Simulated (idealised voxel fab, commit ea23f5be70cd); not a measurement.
Title: Process Module voxel tone inversion
Section cut is 295 nm wide and gridded with 5 nm square cells.
A cross-section in this document is a grid of square cells, and it is written down as bands, the top band listed before the ones below it; a band is made up of one or more rows of cells. The band entry comprises the height of the band's top followed by the height of its bottom, expressed in nm, and subsequently the band's materials from left to right, each stated together with its width in nm. Where a single material is marked with the word "full width", that material fills the band from edge to edge. The word "empty" represents empty space. Where do heights start? At 0: under that level the wafer as delivered is made of one material only. And the lowest band has no floor; it just carries on downward, as in "z 0 and below". Top row gets the first number, bottom row gets the second, and each row in between changes by the same step: that is how a band width like "30->40" works. The cross-section has no changed cell in any step marked "no change". "Voids lacking openings" specifies each empty space that is not open to the top and that occupies no fewer than 8 cells, using the form width x height at distance, the distance measured from the left edge and all three quantities in nm. Heads up: the bit after the settings on a step's line is the simulator's remark on that step. For masked steps, "overlay nm" on the step line gives how far right of plan the mask actually lay; a minus sign means it lay to the left.
**The following list gives the planned process steps**
1 op RECEIVE | material Si
2 op CONFORMAL_DEP | material SiN | thk nm 5
3 op DIRECTIONAL_DEP | material aC | thk nm 20
4 op PATTERN | tone cover | mask id POSTS | material resist | width nm 15 | pitch nm 30 | thk nm 25 | overlay nm 0
5 op DIRECTIONAL_ETCH | etch materials aC | depth nm 20
6 op STRIP | etch materials resist
7 op FILL_DEP | material SiO2 | thk nm 5
8 op CMP | height nm 25
9 op STRIP | etch materials aC
**Cross-section of the wafer as it came to us, i.e., already through step 1**
  z 0 and below: Si full width
  Voids lacking openings: none
**End-of-module cross-section of the first of two wafers, processed as planned**
  z 25 to 5: SiO2 110 nm / empty 15 nm / SiO2 15 nm / empty 15 nm / SiO2 15 nm / empty 15 nm / SiO2 110 nm
  z 5 to 0: SiN full width
  z 0 and below: Si full width
  Voids lacking openings: none
**The second wafer, shown in cross-section after the module: started the same way as the first and given the same plan, yet one mistake crept into how it was run**
  z 25 to 5: empty 110 nm / SiO2 15 nm / empty 15 nm / SiO2 15 nm / empty 15 nm / SiO2 15 nm / empty 110 nm
  z 5 to 0: SiN full width
  z 0 and below: Si full width
  Voids lacking openings: none
What went wrong in running the wafer? step 4 changed vs plan, executed as op PATTERN | tone open | mask id POSTS | material resist | width nm 15 | pitch nm 30 | thk nm 25 | overlay nm 0
It is noted that, at the conclusion of processing, the second wafer exhibits a higher or lower cell count for certain materials relative to the first: SiO2: 164 fewer
